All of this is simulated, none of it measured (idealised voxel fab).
Title: Process Module voxel gate over fins
Section cut is 155 nm wide and gridded with 5 nm square cells.
Each cross-section below is a grid of square cells, stated as bands in top-down order, with one or more rows of cells making up each band.
Per band: top height and bottom height in nm, followed by the left-to-right materials and their widths in nm; "edge to edge" marks a single material spanning edge to edge, "empty" marks empty space.
Height 0 is the level under which the wafer as received is all one material. The lowest band goes on downwards, as in "0 -> down".
The width entry "30..40" should be interpreted row by row: the top row of cells in the band takes the first number, the bottom row takes the second number, and the change between adjacent rows is uniform throughout.
It should be understood that the words "no modifications", when stated for a given step, signify that the cross-section underwent no change in any of its cells during that step.
Look at "Enclosed void catalog" for the closed voids: empty spaces with no open path to the top, sized 8 cells or up. Each is width x height at distance, distance from the left edge, all nm.
Text after the settings on a step's line: the simulator's own remark on that step.
overlay nm: right-of-plan distance of the mask on a masked step; negative values mean left-of-plan.

## The steps planned for the process are as follows
1: RECEIVE with material Si
2: CONFORMAL_DEP with material SiN, thk nm 10
3: MASKED_ETCH with tone cover, mask id FINS, width nm 15, pitch nm 55, etch materials SiN, depth nm 10, overlay nm 0
4: MASKED_ETCH with tone cover, mask id FINS, width nm 15, pitch nm 55, etch materials Si, depth nm 35, overlay nm 0
5: FILL_DEP with material SiO2, thk nm 15
6: CMP with height nm 10
7: DIRECTIONAL_DEP with material aC, thk nm 10
8: PATTERN with tone open, mask id RAIL, material resist, width nm 15, thk nm 25, overlay nm 0
9: DIRECTIONAL_ETCH with etch materials aC, depth nm 10
10: STRIP with etch materials resist
11: DIRECTIONAL_ETCH with etch materials SiO2, depth nm 40
12: STRIP with etch materials aC
13: CONFORMAL_DEP with material TiN, thk nm 5
14: FILL_DEP with material Ru, thk nm 10
15: CMP with height nm 10
16: SELECTIVE_ETCH with etch materials W Ru TiN, depth nm 30
17: FILL_DEP with material SiO2, thk nm 5
18: CMP with height nm 10
19: SELECTIVE_ETCH with etch materials SiO2, depth nm 25
20: STRIP with etch materials SiN
21: CONFORMAL_DEP with material HfO2, thk nm 5
22: CONFORMAL_DEP with material TiN, thk nm 5
23: CONFORMAL_DEP with material TiAl, thk nm 5
24: CONFORMAL_DEP with material TiN, thk nm 5
25: FILL_DEP with material W, thk nm 10
26: CMP with height nm 25
27: CONFORMAL_DEP with material SiCN, thk nm 10

## Received-state cross-section, reflecting completion of step 1
	0 -> down = Si edge to edge
	Enclosed void catalog: none

## Run as planned - first of the two wafers cross-sectioned at the end of the module
	35 -> 25 = SiCN edge to edge
	25 -> 20 = W edge to edge
	20 -> 15 = TiN edge to edge
	15 -> 10 = 45 TiAl / 10 TiN / 45 TiAl / 10 TiN / 45 TiAl
	10 -> 5 = 5 TiAl / 35 TiN / 5 TiAl / 10 TiN / 5 TiAl / 35 TiN / 5 TiAl / 10 TiN / 5 TiAl / 35 TiN / 5 TiAl
	5 -> 0 = 5 TiAl / 5 TiN / 25 HfO2 / 5 TiN / 5 TiAl / 10 TiN / 5 TiAl / 5 TiN / 25 HfO2 / 5 TiN / 5 TiAl / 10 TiN / 5 TiAl / 5 TiN / 25 HfO2 / 5 TiN / 5 TiAl
	0 -> -5 = 5 TiAl / 5 TiN / 5 HfO2 / 15 Si / 5 HfO2 / 5 TiN / 20 TiAl / 5 TiN / 5 HfO2 / 15 Si / 5 HfO2 / 5 TiN / 20 TiAl / 5 TiN / 5 HfO2 / 15 Si / 5 HfO2 / 5 TiN / 5 TiAl
	-5 -> -10 = 10 TiN / 5 HfO2 / 15 Si / 5 HfO2 / 30 TiN / 5 HfO2 / 15 Si / 5 HfO2 / 30 TiN / 5 HfO2 / 15 Si / 5 HfO2 / 10 TiN
	-10 -> -15 = 15 HfO2 / 15 Si / 40 HfO2 / 15 Si / 40 HfO2 / 15 Si / 15 HfO2
	-15 -> -20 = 15 SiO2 / 15 Si / 40 SiO2 / 15 Si / 40 SiO2 / 15 Si / 15 SiO2
	-20 -> -25 = 15 SiO2 / 15 Si / 10 SiO2 / 5 TiN / 5 Ru / 5 TiN / 15 SiO2 / 15 Si / 40 SiO2 / 15 Si / 15 SiO2
	-25 -> -30 = 15 SiO2 / 15 Si / 10 SiO2 / 15 TiN / 15 SiO2 / 15 Si / 40 SiO2 / 15 Si / 15 SiO2
	-30 -> -35 = 15 SiO2 / 15 Si / 40 SiO2 / 15 Si / 40 SiO2 / 15 Si / 15 SiO2
	-35 -> down = Si edge to edge
	Enclosed void catalog: none

## End of module, second wafer, cross-section. Started like the first, planned like the first, run with one mistake
	35 -> 25 = SiCN edge to edge
	25 -> 20 = W edge to edge
	20 -> 15 = TiN edge to edge
	15 -> 10 = 45 TiAl / 10 TiN / 45 TiAl / 10 TiN / 45 TiAl
	10 -> 5 = 5 TiAl / 35 TiN / 5 TiAl / 10 TiN / 5 TiAl / 35 TiN / 5 TiAl / 10 TiN / 5 TiAl / 35 TiN / 5 TiAl
	5 -> 0 = 5 TiAl / 5 TiN / 25 HfO2 / 5 TiN / 5 TiAl / 10 TiN / 5 TiAl / 5 TiN / 25 HfO2 / 5 TiN / 5 TiAl / 10 TiN / 5 TiAl / 5 TiN / 25 HfO2 / 5 TiN / 5 TiAl
	0 -> -5 = 5 TiAl / 5 TiN / 5 HfO2 / 15 Si / 5 HfO2 / 5 TiN / 20 TiAl / 5 TiN / 5 HfO2 / 15 Si / 5 HfO2 / 5 TiN / 20 TiAl / 5 TiN / 5 HfO2 / 15 Si / 5 HfO2 / 5 TiN / 5 TiAl
	-5 -> -10 = 10 TiN / 5 HfO2 / 15 Si / 5 HfO2 / 30 TiN / 5 HfO2 / 15 Si / 5 HfO2 / 30 TiN / 5 HfO2 / 15 Si / 5 HfO2 / 10 TiN
	-10 -> -15 = 15 HfO2 / 15 Si / 40 HfO2 / 15 Si / 40 HfO2 / 15 Si / 15 HfO2
	-15 -> -20 = 15 SiO2 / 15 Si / 40 SiO2 / 15 Si / 40 SiO2 / 15 Si / 15 SiO2
	-20 -> -25 = 15 SiO2 / 15 Si / 15 SiO2 / 5 TiN / 5 Ru / 5 TiN / 10 SiO2 / 15 Si / 40 SiO2 / 15 Si / 15 SiO2
	-25 -> -30 = 15 SiO2 / 15 Si / 15 SiO2 / 15 TiN / 10 SiO2 / 15 Si / 40 SiO2 / 15 Si / 15 SiO2
	-30 -> -35 = 15 SiO2 / 15 Si / 40 SiO2 / 15 Si / 40 SiO2 / 15 Si / 15 SiO2
	-35 -> down = Si edge to edge
	Enclosed void catalog: none
What went wrong in running the wafer? step 8 did not happen as planned, as run it was PATTERN with tone open, mask id RAIL, material resist, width nm 15, thk nm 25, overlay nm 5
In the final comparison it is observed that the number of cells assigned to each material is identical for the two wafers, whereas their placement is not.
